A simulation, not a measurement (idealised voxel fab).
voxel self aligned vias: a process module
For reference, the cross-section in this document is cut, with width 295 nm and square cells of 5 nm.
Cross-section spec: square-cell grid; bands listed top down; each band is one or more rows.
Band entry format. Leading values: height of top, height of bottom, nm. Remainder: materials in left-to-right order, each with its width in nm. Special words: "throughout" on a single material, which then fills the band edge to edge; "empty", empty space.
The level at which height equals 0 is the one under which the wafer, as it arrives, is entirely one material. No lower edge exists for the bottom band, which continues downward and is notated as in "z 0 and below".
Width spec "30..40" -> top row of cells at first value, bottom row at second value, equal per-row change in between.
Given "no modification" for a step, no cell of the cross-section differs between before and after that step.
Closed empty spaces (no open way to the top) of 8 cells or more are what "Enclosed void inventory" lists, each as width x height at distance from the left edge, nm for all three.
Note: text after step settings on the step line = simulator remark on that step.
Among the settings permitted on a step's line is "overlay nm"; applied to a step with a mask, it specifies the extent to which the mask lay to the right of its planned position, whereas a negative figure signifies a position to the left.

**Process steps (planned)**
1: RECEIVE with material Si
2: CONFORMAL_DEP with material SiO2, thk nm 10
3: CONFORMAL_DEP with material SiCN, thk nm 5
4: DIRECTIONAL_DEP with material SiO2, thk nm 30
5: MASKED_ETCH with tone open, mask id LINES, width nm 25, pitch nm 65, etch materials SiO2, depth nm 30, overlay nm 0
6: CONFORMAL_DEP with material TiN, thk nm 5
7: FILL_DEP with material W, thk nm 10
8: CMP with height nm 45
9: SELECTIVE_ETCH with etch materials W Ru TiN, depth nm 10
10: FILL_DEP with material SiN, thk nm 5
11: CMP with height nm 45
12: DIRECTIONAL_DEP with material SiO2, thk nm 15
13: PATTERN with tone open, mask id VIAS, material resist, width nm 35, pitch nm 130, thk nm 15, overlay nm 0
14: DIRECTIONAL_ETCH with etch materials SiO2, depth nm 15
15: DIRECTIONAL_ETCH with etch materials SiN, depth nm 10
16: STRIP with etch materials resist
17: CONFORMAL_DEP with material TiN, thk nm 5
18: FILL_DEP with material Ru, thk nm 10
19: CMP with height nm 60
20: CONFORMAL_DEP with material SiCN, thk nm 5

**As-received wafer cross-section (after step 1)**
> z 0 and below  Si throughout
> Enclosed void inventory: none

**Starting wafer: above. Plan: above. Run: one mistake. Cross-section after the module: below**
> z 65 to 60  SiCN throughout
> z 60 to 50  65 nm SiO2 / 5 nm TiN / 25 nm Ru / 5 nm TiN / 95 nm SiO2 / 5 nm TiN / 25 nm Ru / 5 nm TiN / 65 nm SiO2
> z 50 to 45  65 nm SiO2 / 15 nm TiN / 10 nm Ru / 10 nm TiN / 95 nm SiO2 / 15 nm TiN / 10 nm Ru / 10 nm TiN / 65 nm SiO2
> z 45 to 40  75 nm SiO2 / 5 nm TiN / 10 nm Ru / 5 nm TiN / 45 nm SiO2 / 20 nm SiN / 45 nm SiO2 / 5 nm TiN / 10 nm Ru / 5 nm TiN / 70 nm SiO2
> z 40 to 35  75 nm SiO2 / 20 nm TiN / 45 nm SiO2 / 20 nm SiN / 45 nm SiO2 / 20 nm TiN / 70 nm SiO2
> z 35 to 20  75 nm SiO2 / 5 nm TiN / 10 nm W / 5 nm TiN / 45 nm SiO2 / 5 nm TiN / 10 nm W / 5 nm TiN / 45 nm SiO2 / 5 nm TiN / 10 nm W / 5 nm TiN / 70 nm SiO2
> z 20 to 15  75 nm SiO2 / 20 nm TiN / 45 nm SiO2 / 20 nm TiN / 45 nm SiO2 / 20 nm TiN / 70 nm SiO2
> z 15 to 10  SiCN throughout
> z 10 to 0  SiO2 throughout
> z 0 and below  Si throughout
> Enclosed void inventory: none
Deviation from plan: step 5, actual vs plan mismatch, actual run MASKED_ETCH with tone open, mask id LINES, width nm 20, pitch nm 65, etch materials SiO2, depth nm 30, overlay nm 0
